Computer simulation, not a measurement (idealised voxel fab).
This section sets out a process module, namely voxel capacitor over wiring.
Cross-section cut spans 185 nm and uses square cells 5 nm in size.
Format of a cross-section: grid, square cells. Given as bands. Order: top down. Band: one or more rows of cells. Read a band's entry like this: the first values are the height of its top and the height of its bottom in nm, and what follows is the sequence of materials from left to right, each with its width in nm. Note that "empty" is empty space, and that a single material marked "everywhere" reaches across the band from edge to edge. Heights from 0 (as-received wafer is one material below). Bottom band endless downward, as "from 0 down". You'd read "30->40" like this: the band's top row of cells is as wide as the first number, its bottom row is as wide as the second, and going down, every row changes width by the same amount as the row before did. Key: "nothing different" - step with no changed cell in the cross-section. Enclosed voids: empty space of 8 cells or more with no open way to the top, each as width x height at its distance from the left edge, in nm. Text after the settings on a step's line: the simulator's own remark on that step. overlay nm: where the mask lay relative to plan, measured to the right, on steps with a mask; negatives go left. Each pair of cross-sections that follows straddles one process step: the one shows the state before the step, the other the state after it, down to the lowest band that changed and no further. The step in question, and its settings, are given under the pair. Note that a pair is not necessarily a continuation of the pair above it, since pairs can come from different runs of this module on the same starting wafer; it is a continuation only where its entry headed "Pre-step section" says so.

Pre-step section:
  from 70 to 65 = empty (25)  Al2O3 (40)  empty (35)  Al2O3 (60)  empty (25)
  from 65 to 60 = empty (25)  TiN (40)  empty (35)  TiN (60)  empty (25)
  from 60 to 50 = empty (25)  Ru (25)  SiO2 (15)  empty (35)  Ru (60)  empty (25)
  from 50 to 45 = Al2O3 (25)  Ru (25)  SiO2 (15)  Al2O3 (35)  Ru (60)  Al2O3 (25)
  from 45 to 40 = TiN (25)  Ru (25)  SiCN (15)  TiN (35)  Ru (60)  TiN (25)
  from 40 to 20 = lowk (45)  TiN (5)  W (10)  TiN (5)  lowk (55)  TiN (5)  W (10)  TiN (5)  lowk (45)
  from 20 to 15 = SiCN (45)  TiN (20)  SiCN (55)  TiN (20)  SiCN (45)
  from 15 to 0 = SiO2 everywhere
  from 0 down = Si everywhere
  Enclosed voids: none

Resulting Structure:
  from 75 to 70 = empty (25)  TiN (40)  empty (35)  TiN (60)  empty (25)
  from 70 to 65 = empty (25)  Al2O3 (40)  empty (35)  Al2O3 (60)  empty (25)
  from 65 to 60 = empty (25)  TiN (40)  empty (35)  TiN (60)  empty (25)
  from 60 to 55 = empty (25)  Ru (25)  SiO2 (15)  empty (35)  Ru (60)  empty (25)
  from 55 to 50 = TiN (25)  Ru (25)  SiO2 (15)  TiN (35)  Ru (60)  TiN (25)
  Rest of section, below 50: as before.
  Enclosed voids: none
Before/after cross-sections above; step in between: op DIRECTIONAL_DEP | material TiN | thk nm 5

Pre-step section: equal to the after panel directly above.

Resulting Structure:
  from 90 to 75 = empty (25)  aC (40)  empty (35)  aC (60)  empty (25)
  from 75 to 70 = empty (25)  TiN (40)  empty (35)  TiN (60)  empty (25)
  from 70 to 65 = aC (25)  Al2O3 (40)  aC (35)  Al2O3 (60)  aC (25)
  from 65 to 60 = aC (25)  TiN (40)  aC (35)  TiN (60)  aC (25)
  from 60 to 55 = aC (25)  Ru (25)  SiO2 (15)  aC (35)  Ru (60)  aC (25)
  Rest of section, below 55: as before.
  Enclosed voids: none
Before/after cross-sections above; step in between: op DIRECTIONAL_DEP | material aC | thk nm 15

Pre-step section: equal to the after panel directly above.

Resulting Structure:
  from 120 to 90 = empty (50)  resist (60)  empty (75)
  from 90 to 75 = empty (25)  aC (40)  resist (35)  aC (60)  empty (25)
  from 75 to 70 = empty (25)  TiN (40)  resist (35)  TiN (60)  empty (25)
  Rest of section, below 70: as before.
  Enclosed voids: none
Before/after cross-sections above; step in between: op PATTERN | tone cover | mask id UPPER_PLATE | material resist | width nm 60 | thk nm 30 | overlay nm 0

Pre-step section: equal to the after panel directly above.

Resulting Structure:
  from 105 to 90 = empty (50)  resist (60)  empty (75)
  from 90 to 75 = empty (50)  aC (15)  resist (35)  aC (10)  empty (75)
  from 75 to 70 = empty (25)  TiN (40)  resist (35)  TiN (60)  empty (25)
  from 70 to 65 = empty (25)  Al2O3 (40)  aC (35)  Al2O3 (60)  empty (25)
  from 65 to 60 = empty (25)  TiN (40)  aC (35)  TiN (60)  empty (25)
  from 60 to 55 = empty (25)  Ru (25)  SiO2 (15)  aC (35)  Ru (60)  empty (25)
  Rest of section, below 55: as before.
  Enclosed voids: none
Before/after cross-sections above; step in between: op DIRECTIONAL_ETCH | etch materials aC | depth nm 15

Pre-step section: equal to the after panel directly above.

Resulting Structure:
  from 90 to 75 = empty (50)  aC (15)  empty (35)  aC (10)  empty (75)
  from 75 to 70 = empty (25)  TiN (40)  empty (35)  TiN (60)  empty (25)
  Rest of section, below 70: as before.
  Enclosed voids: none
Before/after cross-sections above; step in between: op STRIP | etch materials resist

Pre-step section: equal to the after panel directly above.

Resulting Structure:
  from 90 to 75 = empty (50)  aC (15)  empty (35)  aC (10)  empty (75)
  from 75 to 70 = empty (50)  TiN (15)  empty (35)  TiN (10)  empty (75)
  from 70 to 65 = empty (25)  Al2O3 (40)  aC (35)  Al2O3 (60)  empty (25)
  from 65 to 60 = empty (25)  TiN (40)  aC (35)  TiN (60)  empty (25)
  from 60 to 55 = empty (25)  Ru (25)  SiO2 (15)  aC (35)  Ru (60)  empty (25)
  from 55 to 50 = empty (25)  Ru (25)  SiO2 (15)  TiN (35)  Ru (60)  empty (25)
  Rest of section, below 50: as before.
  Enclosed voids: none
Before/after cross-sections above; step in between: op DIRECTIONAL_ETCH | etch materials TiN | depth nm 5

Pre-step section: equal to the after panel directly above.

Resulting Structure:
  from 90 to 75 = empty (50)  aC (15)  empty (35)  aC (10)  empty (75)
  from 75 to 70 = empty (50)  TiN (15)  empty (35)  TiN (10)  empty (75)
  from 70 to 65 = empty (50)  Al2O3 (15)  aC (35)  Al2O3 (10)  empty (75)
  from 65 to 60 = empty (25)  TiN (40)  aC (35)  TiN (60)  empty (25)
  from 60 to 55 = empty (25)  Ru (25)  SiO2 (15)  aC (35)  Ru (60)  empty (25)
  from 55 to 50 = empty (25)  Ru (25)  SiO2 (15)  TiN (35)  Ru (60)  empty (25)
  from 50 to 45 = empty (25)  Ru (25)  SiO2 (15)  Al2O3 (35)  Ru (60)  empty (25)
  Rest of section, below 45: as before.
  Enclosed voids: none
Before/after cross-sections above; step in between: op DIRECTIONAL_ETCH | etch materials Al2O3 | depth nm 5

Pre-step section: equal to the after panel directly above.

Resulting Structure:
  from 75 to 70 = empty (50)  TiN (15)  empty (35)  TiN (10)  empty (75)
  from 70 to 65 = empty (50)  Al2O3 (15)  empty (35)  Al2O3 (10)  empty (75)
  from 65 to 60 = empty (25)  TiN (40)  empty (35)  TiN (60)  empty (25)
  from 60 to 55 = empty (25)  Ru (25)  SiO2 (15)  empty (35)  Ru (60)  empty (25)
  Rest of section, below 55: as before.
  Enclosed voids: none
Before/after cross-sections above; step in between: op STRIP | etch materials aC

Pre-step section: equal to the after panel directly above.

Resulting Structure:
  from 95 to 75 = empty (45)  resist (70)  empty (70)
  from 75 to 70 = empty (45)  resist (5)  TiN (15)  resist (35)  TiN (10)  resist (5)  empty (70)
  from 70 to 65 = empty (45)  resist (5)  Al2O3 (15)  resist (35)  Al2O3 (10)  resist (5)  empty (70)
  from 65 to 60 = empty (25)  TiN (40)  resist (35)  TiN (60)  empty (25)
  from 60 to 55 = empty (25)  Ru (25)  SiO2 (15)  resist (35)  Ru (60)  empty (25)
  Rest of section, below 55: as before.
  Enclosed voids: none
Before/after cross-sections above; step in between: op PATTERN | tone cover | mask id LOWER_PLATE | material resist | width nm 70 | thk nm 20 | overlay nm 0

Pre-step section: equal to the after panel directly above.

Resulting Structure:
  from 95 to 75 = empty (45)  resist (70)  empty (70)
  from 75 to 70 = empty (45)  resist (5)  TiN (15)  resist (35)  TiN (10)  resist (5)  empty (70)
  from 70 to 65 = empty (45)  resist (5)  Al2O3 (15)  resist (35)  Al2O3 (10)  resist (5)  empty (70)
  from 65 to 60 = empty (45)  TiN (20)  resist (35)  TiN (15)  empty (70)
  from 60 to 55 = empty (25)  Ru (25)  SiO2 (15)  resist (35)  Ru (60)  empty (25)
  from 55 to 50 = empty (25)  Ru (25)  SiO2 (15)  TiN (35)  Ru (60)  empty (25)
  from 50 to 45 = empty (25)  Ru (25)  SiO2 (15)  Al2O3 (35)  Ru (60)  empty (25)
  from 45 to 40 = empty (25)  Ru (25)  SiCN (15)  TiN (35)  Ru (60)  empty (25)
  Rest of section, below 40: as before.
  Enclosed voids: none
Before/after cross-sections above; step in between: op DIRECTIONAL_ETCH | etch materials TiN | depth nm 5

Pre-step section: equal to the after panel directly above.

Resulting Structure:
  from 75 to 70 = empty (50)  TiN (15)  empty (35)  TiN (10)  empty (75)
  from 70 to 65 = empty (50)  Al2O3 (15)  empty (35)  Al2O3 (10)  empty (75)
  from 65 to 60 = empty (45)  TiN (20)  empty (35)  TiN (15)  empty (70)
  from 60 to 55 = empty (25)  Ru (25)  SiO2 (15)  empty (35)  Ru (60)  empty (25)
  Rest of section, below 55: as before.
  Enclosed voids: none
Before/after cross-sections above; step in between: op STRIP | etch materials resist

Pre-step section: equal to the after panel directly above.

Resulting Structure:
  from 90 to 75 = SiO2 everywhere
  from 75 to 70 = SiO2 (50)  TiN (15)  SiO2 (35)  TiN (10)  SiO2 (75)
  from 70 to 65 = SiO2 (50)  Al2O3 (15)  SiO2 (35)  Al2O3 (10)  SiO2 (75)
  from 65 to 60 = SiO2 (45)  TiN (20)  SiO2 (35)  TiN (15)  SiO2 (70)
  from 60 to 55 = SiO2 (25)  Ru (25)  SiO2 (50)  Ru (60)  SiO2 (25)
  from 55 to 50 = SiO2 (25)  Ru (25)  SiO2 (15)  TiN (35)  Ru (60)  SiO2 (25)
  from 50 to 45 = SiO2 (25)  Ru (25)  SiO2 (15)  Al2O3 (35)  Ru (60)  SiO2 (25)
  from 45 to 40 = SiO2 (25)  Ru (25)  SiCN (15)  TiN (35)  Ru (60)  SiO2 (25)
  Rest of section, below 40: as before.
  Enclosed voids: none
Before/after cross-sections above; step in between: op FILL_DEP | material SiO2 | thk nm 15

Pre-step section: equal to the after panel directly above.

Resulting Structure:
  from 85 to 75 = SiO2 everywhere
  Rest of section, below 75: as before.
  Enclosed voids: none
Before/after cross-sections above; step in between: op CMP | height nm 85

Pre-step section: equal to the after panel directly above.

Resulting Structure:
  from 85 to 75 = SiO2 (60)  empty (15)  SiO2 (110)
  Rest of section, below 75: as before.
  Enclosed voids: none
Before/after cross-sections above; step in between: op MASKED_ETCH | tone open | mask id PLUG_2 | width nm 15 | etch materials SiO2 | depth nm 10 | overlay nm 0

Pre-step section: equal to the after panel directly above.

Resulting Structure:
  from 90 to 85 = TiN (65)  empty (5)  TiN (115)
  from 85 to 80 = SiO2 (60)  TiN (5)  empty (5)  TiN (5)  SiO2 (110)
  from 80 to 75 = SiO2 (60)  TiN (15)  SiO2 (110)
  Rest of section, below 75: as before.
  Enclosed voids: none
Before/after cross-sections above; step in between: op CONFORMAL_DEP | material TiN | thk nm 5

Pre-step section: equal to the after panel directly above.

Resulting Structure:
  from 95 to 90 = Ru everywhere
  from 90 to 85 = TiN (65)  Ru (5)  TiN (115)
  from 85 to 80 = SiO2 (60)  TiN (5)  Ru (5)  TiN (5)  SiO2 (110)
  Rest of section, below 80: as before.
  Enclosed voids: none
Before/after cross-sections above; step in between: op FILL_DEP | material Ru | thk nm 5

Pre-step section: equal to the after panel directly above.

Resulting Structure:
  from 85 to 80 = SiO2 (60)  TiN (5)  Ru (5)  TiN (5)  SiO2 (110)
  Rest of section, below 80: as before.
  Enclosed voids: none
Before/after cross-sections above; step in between: op CMP | height nm 85

Pre-step section: equal to the after panel directly above.

Resulting Structure:
  from 90 to 85 = SiN everywhere
  Rest of section, below 85: as before.
  Enclosed voids: none
Before/after cross-sections above; step in between: op CONFORMAL_DEP | material SiN | thk nm 5
